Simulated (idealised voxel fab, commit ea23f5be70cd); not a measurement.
The document below concerns the process module designated voxel air gaps.
Xsec cut, 295 nm wide, square cell size 5 nm.
A cross-section is written here as square cells arranged in a grid, and it is given in bands from the top down, each band taking up one or more rows of cells.
Top, bottom (nm), then materials left to right with widths (nm); lone material tagged "full width" fills the whole band edge to edge; "blank" = empty space.
Zero point of the height axis is 0; under it, received wafer = one material. Lowest band: continues down indefinitely, "from 0 down".
Width: "30 to 40" (first number = top row, second number = bottom row, same change from row to row of cells).
Basically "nothing got changed" means that step didn't change any cell in the cross-section.
"Closed cavity list" specifies each empty space that is not open to the top and that occupies no fewer than 8 cells, using the form width x height at distance, the distance measured from the left edge and all three quantities in nm.
Note: text after step settings on the step line = simulator remark on that step.
"overlay nm" answers the question of how far to the right of plan the mask lay on a step that has a mask, and when it is negative the answer is to the left.
Steps in the process plan:
1. RECEIVE with material Si
2. CONFORMAL_DEP with material SiO2, thk nm 15
3. CONFORMAL_DEP with material SiCN, thk nm 5
4. DIRECTIONAL_DEP with material lowk, thk nm 40
5. MASKED_ETCH with tone open, mask id LINES, width nm 20, pitch nm 50, etch materials lowk, depth nm 40, overlay nm 0
6. CONFORMAL_DEP with material TiN, thk nm 5
7. FILL_DEP with material W, thk nm 5
8. CMP with height nm 60
9. EPI with material Ru, thk nm 10
10. SELECTIVE_ETCH with etch materials lowk, depth nm 50
11. CONFORMAL_DEP with material SiCN, thk nm 5
As received (post step 1): cross-section:
from 0 down: Si full width
Closed cavity list: none
Cross-section, first of two wafers, end of module, run as planned:
from 75 to 70: blank 45 nm, SiCN 200 nm, blank 50 nm
from 70 to 60: blank 45 nm, SiCN 5 nm, Ru 40 nm, SiCN 10 nm, Ru 40 nm, SiCN 10 nm, Ru 40 nm, SiCN 10 nm, Ru 40 nm, SiCN 5 nm, blank 50 nm
from 60 to 55: blank 45 nm, SiCN 15 nm, TiN 5 nm, W 10 nm, TiN 5 nm, SiCN 30 nm, TiN 5 nm, W 10 nm, TiN 5 nm, SiCN 30 nm, TiN 5 nm, W 10 nm, TiN 5 nm, SiCN 30 nm, TiN 5 nm, W 10 nm, TiN 5 nm, SiCN 15 nm, blank 50 nm
from 55 to 25: blank 55 nm, SiCN 5 nm, TiN 5 nm, W 10 nm, TiN 5 nm, SiCN 5 nm, blank 20 nm, SiCN 5 nm, TiN 5 nm, W 10 nm, TiN 5 nm, SiCN 5 nm, blank 20 nm, SiCN 5 nm, TiN 5 nm, W 10 nm, TiN 5 nm, SiCN 5 nm, blank 20 nm, SiCN 5 nm, TiN 5 nm, W 10 nm, TiN 5 nm, SiCN 5 nm, blank 60 nm
from 25 to 20: SiCN 60 nm, TiN 20 nm, SiCN 30 nm, TiN 20 nm, SiCN 30 nm, TiN 20 nm, SiCN 30 nm, TiN 20 nm, SiCN 65 nm
from 20 to 15: SiCN full width
from 15 to 0: SiO2 full width
from 0 down: Si full width
Closed cavity list: 20 x 30 at 85; 20 x 30 at 135; 20 x 30 at 185
Second wafer of the two, sectioned at the end of the module. It began like the first and followed the same plan, but one mistake was made while running it:
from 75 to 70: blank 45 nm, SiCN 200 nm, blank 50 nm
from 70 to 60: blank 45 nm, SiCN 5 nm, Ru 40 nm, SiCN 10 nm, Ru 40 nm, SiCN 10 nm, Ru 40 nm, SiCN 10 nm, Ru 40 nm, SiCN 5 nm, blank 50 nm
from 60 to 55: blank 45 nm, SiCN 15 nm, TiN 5 nm, W 10 nm, TiN 5 nm, SiCN 30 nm, TiN 5 nm, W 10 nm, TiN 5 nm, SiCN 30 nm, TiN 5 nm, W 10 nm, TiN 5 nm, SiCN 30 nm, TiN 5 nm, W 10 nm, TiN 5 nm, SiCN 15 nm, blank 50 nm
from 55 to 25: blank 55 nm, SiCN 5 nm, TiN 5 nm, W 10 nm, TiN 5 nm, SiCN 5 nm, blank 20 nm, SiCN 5 nm, TiN 5 nm, W 10 nm, TiN 5 nm, SiCN 5 nm, blank 20 nm, SiCN 5 nm, TiN 5 nm, W 10 nm, TiN 5 nm, SiCN 5 nm, blank 20 nm, SiCN 5 nm, TiN 5 nm, W 10 nm, TiN 5 nm, SiCN 5 nm, blank 60 nm
from 25 to 20: SiCN 60 nm, TiN 20 nm, SiCN 30 nm, TiN 20 nm, SiCN 30 nm, TiN 20 nm, SiCN 30 nm, TiN 20 nm, SiCN 65 nm
from 20 to 5: SiO2 full width
from 5 to 0: SiCN full width
from 0 down: Si full width
Closed cavity list: 20 x 30 at 85; 20 x 30 at 135; 20 x 30 at 185
Nonconformance to the process plan: transposition of steps 2 and 3 relative to the planned sequence
Matching per-material cell counts, mismatched positions: that is how the second wafer compares with the first at the end.
